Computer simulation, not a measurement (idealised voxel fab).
Title: Process Module voxel capacitor over wiring
Cross-sectional view cut (width: 195 nm; square cell size: 5 nm).
Cross-section spec: square-cell grid; bands listed top down; each band is one or more rows.
The entry gives the band's vertical extent as a top height and a bottom height in nm, then its horizontal make-up as materials from left to right, each with a width in nm. "air" stands for empty space; a single material marked "throughout" fills the band edge to edge.
The level at which height equals 0 is the one under which the wafer, as it arrives, is entirely one material. No lower edge exists for the bottom band, which continues downward and is notated as in "0 nm and below".
Think of "30 to 40" as a width that walks from the first number to the second as you go down the band, top row to bottom row, taking equal-sized steps from row to row.
For the purposes of this document, the phrase "stayed the same" attached to a step denotes that no cell within the cross-section was modified by that step.
"Enclosed void catalog" lists enclosed empty spaces (at least 8 cells, no open path upward to the top), each as width x height at distance from the left edge, in nm.
Post-settings text on a step line: simulator's own remark regarding the step.
overlay nm: for a step with a mask, the amount by which the mask lay right of where it was planned; a negative amount means left of it.
**List of planned process steps**
step 1: RECEIVE [material Si]
step 2: CONFORMAL_DEP [material SiO2] [thk nm 10]
step 3: CONFORMAL_DEP [material SiCN] [thk nm 5]
step 4: DIRECTIONAL_DEP [material lowk] [thk nm 15]
step 5: PATTERN [tone open] [mask id METAL_1] [material resist] [width nm 25] [pitch nm 80] [thk nm 15] [overlay nm 0]
step 6: DIRECTIONAL_ETCH [etch materials lowk] [depth nm 15]
step 7: DIRECTIONAL_ETCH [etch materials SiCN] [depth nm 5]
step 8: STRIP [etch materials resist]
step 9: CONFORMAL_DEP [material TiN] [thk nm 5]
step 10: FILL_DEP [material Cu] [thk nm 10]
step 11: CMP [height nm 30]
step 12: EPI [material Ru] [thk nm 5]
step 13: FILL_DEP [material SiCN] [thk nm 5]
step 14: DIRECTIONAL_DEP [material lowk] [thk nm 10]
step 15: MASKED_ETCH [tone open] [mask id PLUG_1] [width nm 15] [etch materials lowk] [depth nm 10] [overlay nm 0]
step 16: MASKED_ETCH [tone open] [mask id PLUG_1] [width nm 15] [etch materials SiCN] [depth nm 5] [overlay nm 0]
step 17: EPI [material Ru] [thk nm 10]
step 18: EPI [material Ru] [thk nm 5]
step 19: DIRECTIONAL_DEP [material TiN] [thk nm 10]
step 20: DIRECTIONAL_DEP [material SiN] [thk nm 5]
step 21: DIRECTIONAL_DEP [material TiN] [thk nm 10]
step 22: DIRECTIONAL_DEP [material aC] [thk nm 10]
step 23: PATTERN [tone cover] [mask id UPPER_PLATE] [material resist] [width nm 60] [thk nm 30] [overlay nm 0]
step 24: DIRECTIONAL_ETCH [etch materials aC] [depth nm 10]
step 25: STRIP [etch materials resist]
step 26: DIRECTIONAL_ETCH [etch materials TiN] [depth nm 10]
step 27: DIRECTIONAL_ETCH [etch materials SiN] [depth nm 5]
step 28: STRIP [etch materials aC]
step 29: MASKED_ETCH [tone cover] [mask id LOWER_PLATE] [width nm 70] [etch materials TiN] [depth nm 10] [overlay nm 0]
step 30: FILL_DEP [material SiO2] [thk nm 15]
step 31: CMP [height nm 85]
step 32: PATTERN [tone open] [mask id PLUG_2] [material resist] [width nm 15] [thk nm 20] [overlay nm 0]
step 33: DIRECTIONAL_ETCH [etch materials SiO2] [depth nm 10]
step 34: STRIP [etch materials resist]
step 35: CONFORMAL_DEP [material TiN] [thk nm 5]
step 36: FILL_DEP [material Cu] [thk nm 5]
step 37: CMP [height nm 85]
step 38: CONFORMAL_DEP [material SiCN] [thk nm 5]
**So this is the incoming wafer in cross-section - it's already been through step 1**
0 nm and below  Si throughout
Enclosed void catalog: none
**Module complete, cross-section. Starting point and plan per above. One mistake made in running the module**
90 nm to 85 nm  SiCN throughout
85 nm to 80 nm  65 of SiO2, 5 of TiN, 5 of Cu, 5 of TiN, 115 of SiO2
80 nm to 75 nm  65 of SiO2, 15 of TiN, 115 of SiO2
75 nm to 65 nm  55 of SiO2, 60 of TiN, 80 of SiO2
65 nm to 60 nm  55 of SiO2, 60 of SiN, 80 of SiO2
60 nm to 50 nm  50 of SiO2, 70 of TiN, 75 of SiO2
50 nm to 40 nm  55 of lowk, 15 of Ru, 125 of lowk
40 nm to 35 nm  55 of SiCN, 15 of Ru, 125 of SiCN
35 nm to 30 nm  40 of SiCN, 35 of Ru, 45 of SiCN, 35 of Ru, 40 of SiCN
30 nm to 15 nm  45 of lowk, 5 of TiN, 15 of Cu, 5 of TiN, 55 of lowk, 5 of TiN, 15 of Cu, 5 of TiN, 45 of lowk
15 nm to 10 nm  45 of SiCN, 25 of TiN, 55 of SiCN, 25 of TiN, 45 of SiCN
10 nm to 0 nm  SiN throughout
0 nm and below  Si throughout
Enclosed void catalog: none
Plan not followed: note that step 2 departed from the planned setting and was carried out as CONFORMAL_DEP [material SiN] [thk nm 10]
